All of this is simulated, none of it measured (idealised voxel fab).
Process module in this document: voxel local oxidation
Cross-section cut: width 300 nm, square cells of 5 nm.
In what follows, cross-sections appear as grids of square cells, described through bands that run from the top down, where every band is one or more rows of cells. Heights first: top, then bottom, in nm. Then materials, left to right, each with a width in nm. "full width" on a single material: fills the band edge to edge. "air": empty space. Height reference: 0 = level under which incoming wafer is all one material. Lowest band: no bottom, runs on downward, e.g. "from 0 down". Top row gets the first number, bottom row gets the second, and each row in between changes by the same step: that is how a band width like "30 to 40" works. "no change occurred", as given for a step, is the statement that not any cell of the cross-section underwent a change during that step. "Trapped voids" means: voids of 8 cells or more that are shut off from the top with no open way through. Written width x height at distance, distance from the left edge, in nm. Step line, after settings: the simulator's comment on this step. Among the settings permitted on a step's line is "overlay nm"; applied to a step with a mask, it specifies the extent to which the mask lay to the right of its planned position, whereas a negative figure signifies a position to the left.

**Planned step list for the process**
1: RECEIVE: material Si
2: OXIDIZE: depth nm 5
3: CONFORMAL_DEP: material SiN, thk nm 10
4: MASKED_ETCH: tone cover, mask id ACTIVE, width nm 120, etch materials SiN, depth nm 10, overlay nm 0
5: SELECTIVE_ETCH: etch materials SiO2, depth nm 5
6: OXIDIZE: depth nm 10
7: STRIP: etch materials SiN
For clarity, it should be stated that the wafers under discussion commence in an identical condition and differ with respect to the width nm of step 4, the plan indicating the value that the first wafer had.

**Cross-section of the first of several received wafers, showing its state after step 1**
from 0 down = Si full width
Trapped voids: none

**Take any row and you have a wafer at the end of the module: how many cells of each material it has gained (+) or lost (-) since it was received, and then its closed voids**
width nm 120 | -144 Si | +106 SiO2 | Trapped voids: none
width nm 125 | -142 Si | +105 SiO2 | Trapped voids: none
width nm 130 | -140 Si | +104 SiO2 | Trapped voids: none
width nm 135 | -138 Si | +103 SiO2 | Trapped voids: none
width nm 140 | -136 Si | +102 SiO2 | Trapped voids: none
width nm 145 | -134 Si | +101 SiO2 | Trapped voids: none
